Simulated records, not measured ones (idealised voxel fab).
The following is a process module called voxel self aligned contacts.
The width of the displayed cross-section, cut, is 200 nm; its cells are square, with a size of 5 nm.
A cross-section is written here as square cells arranged in a grid, and it is given in bands from the top down, each band taking up one or more rows of cells. Quick guide to a band line: top height, bottom height (nm) up front; then every material left to right with its width in nm. Only one material and it's marked "everywhere"? Then it fills the band edge to edge. And "empty" just means empty space. Heights are reckoned from 0. Under this level, the received wafer is all of one material. The bottommost band is open-ended downward, for example "z 0 and below". The two numbers in a width such as "30..40" mark its ends across the band: the first belongs to the top row of cells, the second to the bottom row, and from each row to the next the width moves by the same amount. "left unchanged" (step): cross-section cells unchanged, all of them. Entry "Sealed void listing" = empty spaces >= 8 cells with no open way to the top; each as width x height at distance, distance from left edge, all nm. The remark found on a step's line after its settings is issued by the simulator itself and pertains to that step. overlay nm: where the mask lay relative to plan, measured to the right, on steps with a mask; negatives go left.
Process steps (planned):
1. RECEIVE [material Si]
2. OXIDIZE [depth nm 5]
3. DIRECTIONAL_DEP [material polySi] [thk nm 30]
4. DIRECTIONAL_DEP [material SiN] [thk nm 20]
5. DIRECTIONAL_DEP [material aC] [thk nm 15]
6. PATTERN [tone cover] [mask id GATE] [material resist] [width nm 25] [pitch nm 60] [thk nm 35] [overlay nm 0]
7. DIRECTIONAL_ETCH [etch materials aC] [depth nm 15]
8. STRIP [etch materials resist]
9. DIRECTIONAL_ETCH [etch materials SiN] [depth nm 20]
10. DIRECTIONAL_ETCH [etch materials polySi] [depth nm 30]
11. STRIP [etch materials aC]
12. CONFORMAL_DEP [material SiN] [thk nm 10]
13. DIRECTIONAL_ETCH [etch materials SiN] [depth nm 10]
14. FILL_DEP [material SiO2] [thk nm 20]
15. CMP [height nm 60]
16. PATTERN [tone open] [mask id CONTACT] [material resist] [width nm 45] [pitch nm 60] [thk nm 15] [overlay nm 0]
17. DIRECTIONAL_ETCH [etch materials SiO2] [depth nm 65]
18. STRIP [etch materials resist]
19. CONFORMAL_DEP [material TiN] [thk nm 5]
20. FILL_DEP [material Ru] [thk nm 10]
21. CMP [height nm 60]
22. CONFORMAL_DEP [material SiCN] [thk nm 5]
Delivered wafer in cross-section: state after step 1:
> z 0 and below = Si everywhere
> Sealed void listing: none
Cross-section: first of two wafers, module finished, run according to plan:
> z 65 to 60 = SiCN everywhere
> z 60 to 50 = 45 of SiO2; 5..20 of TiN; 35..5 of Ru; 5..20 of TiN; 15 of SiO2; 5..20 of TiN; 35..5 of Ru; 5..20 of TiN; 50 of SiO2
> z 50 to 30 = 15 of SiO2; 45 of SiN; 5 of TiN; 5 of Ru; 5 of TiN; 45 of SiN; 5 of TiN; 5 of Ru; 5 of TiN; 45 of SiN; 20 of SiO2
> z 30 to 0 = 15 of SiO2; 10 of SiN; 25 of polySi; 10 of SiN; 5 of TiN; 5 of Ru; 5 of TiN; 10 of SiN; 25 of polySi; 10 of SiN; 5 of TiN; 5 of Ru; 5 of TiN; 10 of SiN; 25 of polySi; 10 of SiN; 20 of SiO2
> z 0 to -5 = 60 of SiO2; 15 of TiN; 45 of SiO2; 15 of TiN; 65 of SiO2
> z -5 and below = Si everywhere
> Sealed void listing: none
The second wafer, shown in cross-section after the module: started the same way as the first and given the same plan, yet one mistake crept into how it was run:
> z 65 to 60 = SiCN everywhere
> z 60 to 50 = 35 of SiO2; 5..30 of TiN; 35..5 of Ru; 5..10 of TiN; 15 of SiO2; 5..30 of TiN; 35..5 of Ru; 5..10 of TiN; 60 of SiO2
> z 50 to 30 = 15 of SiO2; 45 of SiN; 5 of TiN; 5 of Ru; 5 of TiN; 45 of SiN; 5 of TiN; 5 of Ru; 5 of TiN; 45 of SiN; 20 of SiO2
> z 30 to 0 = 15 of SiO2; 10 of SiN; 25 of polySi; 10 of SiN; 5 of TiN; 5 of Ru; 5 of TiN; 10 of SiN; 25 of polySi; 10 of SiN; 5 of TiN; 5 of Ru; 5 of TiN; 10 of SiN; 25 of polySi; 10 of SiN; 20 of SiO2
> z 0 to -5 = 60 of SiO2; 15 of TiN; 45 of SiO2; 15 of TiN; 65 of SiO2
> z -5 and below = Si everywhere
> Sealed void listing: none
Where did the run depart from the plan? it should be noted that step 16 was executed with settings other than those planned, the operation and settings actually applied being PATTERN [tone open] [mask id CONTACT] [material resist] [width nm 45] [pitch nm 60] [thk nm 15] [overlay nm -10]
The two final wafers agree on how many cells each material fills and disagree on which cells those are.
